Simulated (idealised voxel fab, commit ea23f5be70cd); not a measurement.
The following is a process module called voxel self aligned contacts.
The cross-section on display is named cut; it measures 155 nm wide, and its cells are 5 nm squares.
When this document writes out a cross-section, it uses a grid of square cells and lists it as bands, beginning at the top and moving down, with a band standing for one or more rows of cells. Band: top and bottom heights (nm) first, top before bottom; then materials from left to right, widths in nm. "full width" marks a sole material filling the band edge to edge. "blank" denotes empty space. Height is counted from the level 0, under which the received wafer is composed throughout of one material. The lowest of the bands is not closed at the bottom but continues downward, in the notation "0 -> down". When a width is written as two numbers, as in "30 to 40", the first number is the width in the top row of cells of the band and the second is the width in its bottom row, and the width changes by the same amount from each row to the next. Where the words "everything unchanged" appear for a step, the cross-section shows no cell changed by that step; every cell remained as before. Empty spaces without an open route to the top, at least 8 cells in extent, make up the entry "Completely enclosed voids"; each is given as width x height at distance, where the distance is measured from the left edge, and all are in nm. Anything after a step's settings on that line? It's the simulator's own note about the step. Among the settings permitted on a step's line is "overlay nm"; applied to a step with a mask, it specifies the extent to which the mask lay to the right of its planned position, whereas a negative figure signifies a position to the left.
-- Steps planned for the process
- 1: RECEIVE (material Si)
- 2: OXIDIZE (depth nm 5)
- 3: DIRECTIONAL_DEP (material polySi; thk nm 30)
- 4: DIRECTIONAL_DEP (material SiN; thk nm 15)
- 5: PATTERN (tone cover; mask id GATE; material resist; width nm 25; pitch nm 50; thk nm 15; overlay nm 0)
- 6: DIRECTIONAL_ETCH (etch materials SiN; depth nm 15)
- 7: DIRECTIONAL_ETCH (etch materials polySi; depth nm 30)
- 8: STRIP (etch materials resist)
- 9: CONFORMAL_DEP (material SiN; thk nm 5)
- 10: DIRECTIONAL_ETCH (etch materials SiN; depth nm 5)
- 11: FILL_DEP (material SiO2; thk nm 15)
- 12: CMP (height nm 50)
- 13: PATTERN (tone open; mask id CONTACT; material resist; width nm 35; thk nm 20; overlay nm 0)
- 14: DIRECTIONAL_ETCH (etch materials SiO2; depth nm 55)
- 15: STRIP (etch materials resist)
- 16: CONFORMAL_DEP (material TiN; thk nm 5)
- 17: FILL_DEP (material Ru; thk nm 10)
- 18: CMP (height nm 50)
- 19: CONFORMAL_DEP (material SiCN; thk nm 5)
-- Wafer as received: cross-section following step 1
* 0 -> down: Si full width
* Completely enclosed voids: none
-- First of two wafers: cross-section at end of module, run per plan
* 55 -> 50: SiCN full width
* 50 -> 45: SiO2 (60); TiN (15); Ru (5); TiN (15); SiO2 (60)
* 45 -> 30: SiO2 (35); SiN (35); TiN (5); Ru (5); TiN (5); SiN (35); SiO2 (35)
* 30 -> 0: SiO2 (35); SiN (5); polySi (25); SiN (5); TiN (5); Ru (5); TiN (5); SiN (5); polySi (25); SiN (5); SiO2 (35)
* 0 -> -5: SiO2 (70); TiN (15); SiO2 (70)
* -5 -> down: Si full width
* Completely enclosed voids: none
-- Wafer two, sectioned after the module: the first wafer's start, the first wafer's plan, and one mistake in how it was run
* 55 -> 50: SiCN full width
* 50 -> 40: SiO2 (60); TiN (5 to 15); Ru (25 to 5); TiN (5 to 15); SiO2 (60)
* 40 -> 25: SiO2 (35); SiN (35); TiN (5); Ru (5); TiN (5); SiN (35); SiO2 (35)
* 25 -> 0: SiO2 (35); SiN (5); polySi (25); SiN (5); TiN (5); Ru (5); TiN (5); SiN (5); polySi (25); SiN (5); SiO2 (35)
* 0 -> -5: SiO2 (70); TiN (15); SiO2 (70)
* -5 -> down: Si full width
* Completely enclosed voids: none
what went wrong: step 3 ran with different settings than intended, the actual operation and settings being DIRECTIONAL_DEP (material polySi; thk nm 25)
at the end the second wafer has, in cells: Ru: 4 more, SiN: 4 fewer, SiO2: 10 more, polySi: 10 fewer
